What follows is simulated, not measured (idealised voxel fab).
Module name: voxel self aligned contacts (process module)
It is cross-section cut that appears here, measuring 225 nm in width, its square cells being 5 nm in size.
The cross-sections in this document take the form of a grid made of square cells. They are written out as bands, in order from top to bottom. Each band consists of one or more rows of cells.
A band entry consists of two parts. The first gives the height of the band's top and the height of its bottom, in nm. The rest lists the band's materials from left to right, each with its width in nm. A single material labelled with the word "all across" fills the band from edge to edge, and the word "air" marks empty space.
A quick word on heights: they are counted from 0, and under that level the wafer as it came to us is one material throughout. The lowest band is different from the rest in having no bottom; it simply continues downward, written as in "z 0 and below".
Think of "30->40" as a width that walks from the first number to the second as you go down the band, top row to bottom row, taking equal-sized steps from row to row.
The cross-section has no changed cell in any step marked "no modification".
If an empty space has no open way to the top and is at least 8 cells in size, "Closed void inventory" lists it, written width x height at distance, where distance is measured from the left edge and every value is in nm.
What comes after the settings on a step's line is commentary from the simulator itself on that step.
Among the settings permitted on a step's line is "overlay nm"; applied to a step with a mask, it specifies the extent to which the mask lay to the right of its planned position, whereas a negative figure signifies a position to the left.

Below is the list of planned process steps:
1. RECEIVE, material Si
2. CONFORMAL_DEP, material SiO2, thk nm 5
3. DIRECTIONAL_DEP, material polySi, thk nm 20
4. DIRECTIONAL_DEP, material SiN, thk nm 20
5. PATTERN, tone cover, mask id GATE, material resist, width nm 35, pitch nm 65, thk nm 15, overlay nm 0
6. DIRECTIONAL_ETCH, etch materials SiN, depth nm 20
7. DIRECTIONAL_ETCH, etch materials polySi, depth nm 20
8. STRIP, etch materials resist
9. CONFORMAL_DEP, material SiN, thk nm 5
10. DIRECTIONAL_ETCH, etch materials SiN, depth nm 5
11. FILL_DEP, material SiO2, thk nm 15
12. CMP, height nm 50
13. PATTERN, tone open, mask id CONTACT, material resist, width nm 40, thk nm 15, overlay nm 0
14. DIRECTIONAL_ETCH, etch materials SiO2, depth nm 50
15. STRIP, etch materials resist
16. CONFORMAL_DEP, material TiN, thk nm 5
17. FILL_DEP, material Ru, thk nm 10
18. CMP, height nm 50
19. CONFORMAL_DEP, material SiCN, thk nm 5

The first of the two wafers, which ran as planned:

Cross-section of the wafer as it came to us, i.e., already through step 1:
    z 0 and below: Si all across
    Closed void inventory: none

You're looking at a cross-section of the wafer after step 2:
    z 5 to 0: SiO2 all across
    No changes below 0.

You're looking at a cross-section of the wafer after step 3:
    z 25 to 5: polySi all across
    No changes below 5.

You're looking at a cross-section of the wafer after step 4:
    z 45 to 25: SiN all across
    No changes below 25.

You're looking at a cross-section of the wafer after step 5:
    z 60 to 45: air 60  resist 35  air 30  resist 35  air 65
    No changes below 45.

You're looking at a cross-section of the wafer after step 6:
    z 60 to 45: air 60  resist 35  air 30  resist 35  air 65
    z 45 to 25: air 60  SiN 35  air 30  SiN 35  air 65
    No changes below 25.

You're looking at a cross-section of the wafer after step 7:
    z 60 to 45: air 60  resist 35  air 30  resist 35  air 65
    z 45 to 25: air 60  SiN 35  air 30  SiN 35  air 65
    z 25 to 5: air 60  polySi 35  air 30  polySi 35  air 65
    No changes below 5.

You're looking at a cross-section of the wafer after step 8:
    z 45 to 25: air 60  SiN 35  air 30  SiN 35  air 65
    No changes below 25.

You're looking at a cross-section of the wafer after step 9:
    z 50 to 25: air 55  SiN 45  air 20  SiN 45  air 60
    z 25 to 10: air 55  SiN 5  polySi 35  SiN 5  air 20  SiN 5  polySi 35  SiN 5  air 60
    z 10 to 5: SiN 60  polySi 35  SiN 30  polySi 35  SiN 65
    No changes below 5.

You're looking at a cross-section of the wafer after step 10:
    z 45 to 25: air 55  SiN 45  air 20  SiN 45  air 60
    z 25 to 5: air 55  SiN 5  polySi 35  SiN 5  air 20  SiN 5  polySi 35  SiN 5  air 60
    No changes below 5.

You're looking at a cross-section of the wafer after step 11:
    z 60 to 45: SiO2 all across
    z 45 to 25: SiO2 55  SiN 45  SiO2 20  SiN 45  SiO2 60
    z 25 to 5: SiO2 55  SiN 5  polySi 35  SiN 5  SiO2 20  SiN 5  polySi 35  SiN 5  SiO2 60
    No changes below 5.

You're looking at a cross-section of the wafer after step 12:
    z 50 to 45: SiO2 all across
    No changes below 45.

You're looking at a cross-section of the wafer after step 13:
    z 65 to 50: resist 90  air 40  resist 95
    No changes below 50.

You're looking at a cross-section of the wafer after step 14:
    z 65 to 50: resist 90  air 40  resist 95
    z 50 to 45: SiO2 90  air 40  SiO2 95
    z 45 to 25: SiO2 55  SiN 45  air 20  SiN 45  SiO2 60
    z 25 to 5: SiO2 55  SiN 5  polySi 35  SiN 5  air 20  SiN 5  polySi 35  SiN 5  SiO2 60
    z 5 to 0: SiO2 100  air 20  SiO2 105
    No changes below 0.

You're looking at a cross-section of the wafer after step 15:
    z 50 to 45: SiO2 90  air 40  SiO2 95
    No changes below 45.

You're looking at a cross-section of the wafer after step 16:
    z 55 to 50: TiN 95  air 30  TiN 100
    z 50 to 45: SiO2 90  TiN 15  air 10  TiN 15  SiO2 95
    z 45 to 25: SiO2 55  SiN 45  TiN 5  air 10  TiN 5  SiN 45  SiO2 60
    z 25 to 5: SiO2 55  SiN 5  polySi 35  SiN 5  TiN 5  air 10  TiN 5  SiN 5  polySi 35  SiN 5  SiO2 60
    z 5 to 0: SiO2 100  TiN 20  SiO2 105
    No changes below 0.

You're looking at a cross-section of the wafer after step 17:
    z 65 to 55: Ru all across
    z 55 to 50: TiN 95  Ru 30  TiN 100
    z 50 to 45: SiO2 90  TiN 15  Ru 10  TiN 15  SiO2 95
    z 45 to 25: SiO2 55  SiN 45  TiN 5  Ru 10  TiN 5  SiN 45  SiO2 60
    z 25 to 5: SiO2 55  SiN 5  polySi 35  SiN 5  TiN 5  Ru 10  TiN 5  SiN 5  polySi 35  SiN 5  SiO2 60
    No changes below 5.

You're looking at a cross-section of the wafer after step 18:
    z 50 to 45: SiO2 90  TiN 15  Ru 10  TiN 15  SiO2 95
    No changes below 45.

You're looking at a cross-section of the wafer after step 19:
    z 55 to 50: SiCN all across
    No changes below 50.

The second wafer began exactly as the first did and followed the same plan, but one mistake was made while running it; through step 4 inclusive, the two wafers are identical:

Cross-section of the second wafer at the time step 5 of the plan should have ended:
    z 60 to 45: air 55  resist 45  air 20  resist 45  air 60
    No changes below 45.

Cross-section of the second wafer at the time step 6 of the plan should have ended:
    z 60 to 45: air 55  resist 45  air 20  resist 45  air 60
    z 45 to 25: air 55  SiN 45  air 20  SiN 45  air 60
    No changes below 25.

Cross-section of the second wafer at the time step 7 of the plan should have ended:
    z 60 to 45: air 55  resist 45  air 20  resist 45  air 60
    z 45 to 25: air 55  SiN 45  air 20  SiN 45  air 60
    z 25 to 5: air 55  polySi 45  air 20  polySi 45  air 60
    No changes below 5.

Cross-section of the second wafer at the time step 8 of the plan should have ended:
    z 45 to 25: air 55  SiN 45  air 20  SiN 45  air 60
    No changes below 25.

Cross-section of the second wafer at the time step 9 of the plan should have ended:
    z 50 to 25: air 50  SiN 55  air 10  SiN 55  air 55
    z 25 to 10: air 50  SiN 5  polySi 45  SiN 5  air 10  SiN 5  polySi 45  SiN 5  air 55
    z 10 to 5: SiN 55  polySi 45  SiN 20  polySi 45  SiN 60
    No changes below 5.

Cross-section of the second wafer at the time step 10 of the plan should have ended:
    z 45 to 25: air 50  SiN 55  air 10  SiN 55  air 55
    z 25 to 5: air 50  SiN 5  polySi 45  SiN 5  air 10  SiN 5  polySi 45  SiN 5  air 55
    No changes below 5.

Cross-section of the second wafer at the time step 11 of the plan should have ended:
    z 60 to 45: SiO2 all across
    z 45 to 25: SiO2 50  SiN 55  SiO2 10  SiN 55  SiO2 55
    z 25 to 5: SiO2 50  SiN 5  polySi 45  SiN 5  SiO2 10  SiN 5  polySi 45  SiN 5  SiO2 55
    No changes below 5.

Cross-section of the second wafer at the time step 12 of the plan should have ended:
    z 50 to 45: SiO2 all across
    No changes below 45.

Cross-section of the second wafer at the time step 13 of the plan should have ended:
    z 65 to 50: resist 90  air 40  resist 95
    No changes below 50.

Cross-section of the second wafer at the time step 14 of the plan should have ended:
    z 65 to 50: resist 90  air 40  resist 95
    z 50 to 45: SiO2 90  air 40  SiO2 95
    z 45 to 25: SiO2 50  SiN 55  air 10  SiN 55  SiO2 55
    z 25 to 5: SiO2 50  SiN 5  polySi 45  SiN 5  air 10  SiN 5  polySi 45  SiN 5  SiO2 55
    z 5 to 0: SiO2 105  air 10  SiO2 110
    No changes below 0.

Cross-section of the second wafer at the time step 15 of the plan should have ended:
    z 50 to 45: SiO2 90  air 40  SiO2 95
    No changes below 45.

Cross-section of the second wafer at the time step 16 of the plan should have ended:
    z 55 to 50: TiN 95  air 30  TiN 100
    z 50 to 45: SiO2 90  TiN 40  SiO2 95
    z 45 to 25: SiO2 50  SiN 55  TiN 10  SiN 55  SiO2 55
    z 25 to 5: SiO2 50  SiN 5  polySi 45  SiN 5  TiN 10  SiN 5  polySi 45  SiN 5  SiO2 55
    z 5 to 0: SiO2 105  TiN 10  SiO2 110
    No changes below 0.

Cross-section of the second wafer at the time step 17 of the plan should have ended:
    z 65 to 55: Ru all across
    z 55 to 50: TiN 95  Ru 30  TiN 100
    No changes below 50.

Cross-section of the second wafer at the time step 18 of the plan should have ended:
    z 50 to 45: SiO2 90  TiN 40  SiO2 95
    No changes below 45.

Cross-section of the second wafer at the time step 19 of the plan should have ended:
    z 55 to 50: SiCN all across
    No changes below 50.
Finding, execution versus plan: step 5 went in with a setting other than planned; the actual run was PATTERN, tone cover, mask id GATE, material resist, width nm 45, pitch nm 65, thk nm 15, overlay nm 0
Final cells, second wafer relative to first, materials higher or lower: Ru -18, SiN +16, SiO2 -14, polySi +16
